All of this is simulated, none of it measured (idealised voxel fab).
This is a process module. Its name is voxel local oxidation.
Xsec cut, 220 nm wide, square cell size 5 nm.
In this document a cross-section is written as a grid of square cells. It is given as a series of bands, listed from the top down, and a band is one or more rows of cells. Quick guide to a band line: top height, bottom height (nm) up front; then every material left to right with its width in nm. Only one material and it's marked "full width"? Then it fills the band edge to edge. And "empty" just means empty space. Heads up on the height convention: 0 is the point under which the incoming wafer is all one material, and the lowest band has no bottom, it just keeps going down, like "top 0, no bottom". The expression "30 to 40" gives the width at the extremes of the band, the first number at its top row of cells and the second at its bottom row, with the width changing by equal amounts from each row to the next in between. What does "all unchanged" mean for a step? It means no cell of the cross-section changed in that step. Under "Enclosed void listing" you'll find the enclosed gaps, the ones with no way out to the top, that are 8 cells or bigger; each reads width x height at distance, with distance counted from the left edge, everything in nm. It should be noted that, on the line of a given step, the content following the step's settings is a remark produced by the simulator itself with respect to that step. The line of a step may include "overlay nm". On a step with a mask, this value is how far to the right of its planned place the mask lay. A negative value means the mask lay to the left.
[The planned process steps are enumerated hereunder]
- 1: op RECEIVE | material Si
- 2: op CONFORMAL_DEP | material SiO2 | thk nm 5
- 3: op CONFORMAL_DEP | material SiN | thk nm 10
- 4: op MASKED_ETCH | tone cover | mask id ACTIVE | width nm 95 | etch materials SiN | depth nm 10 | overlay nm 0
- 5: op SELECTIVE_ETCH | etch materials SiO2 | depth nm 5
- 6: op OXIDIZE | depth nm 15
- 7: op STRIP | etch materials SiN
[First wafer of two (run as planned)]
[Wafer at receipt (post step 1), cross-section]
	top 0, no bottom  Si full width
	Enclosed void listing: none
[After step 2: wafer cross-section]
	top 5, bottom 0  SiO2 full width
	Note: structure below 0 unchanged.
[After step 3: wafer cross-section]
	top 15, bottom 5  SiN full width
	Note: structure below 5 unchanged.
[After step 4: wafer cross-section]
	top 15, bottom 5  60 of empty / 95 of SiN / 65 of empty
	Note: structure below 5 unchanged.
[After step 5: wafer cross-section]
	top 15, bottom 5  60 of empty / 95 of SiN / 65 of empty
	top 5, bottom 0  65 of empty / 85 of SiO2 / 70 of empty
	Note: structure below 0 unchanged.
[After step 6: wafer cross-section]
	top 15, bottom 5  60 of empty / 95 of SiN / 65 of empty
	top 5, bottom 0  65 of empty / 85 of SiO2 / 70 of empty
	top 0, bottom -15  80 of SiO2 / 55 of Si / 85 of SiO2
	Note: structure below -15 unchanged.
[After step 7: wafer cross-section]
	top 5, bottom 0  65 of empty / 85 of SiO2 / 70 of empty
	Note: structure below 0 unchanged.
[Regarding the second of the two wafers: it shared the first wafer's starting condition and process plan, yet one error occurred during its execution. Its history coincides with that of the first wafer up to and including step 6]
Cross-section of the second wafer at the time step 7 of the plan should have ended: all unchanged
Processing error: step 7 of the plan never got run, it was skipped over
FYI, end of process, the second wafer has more or fewer cells of some materials than the first: SiN +38
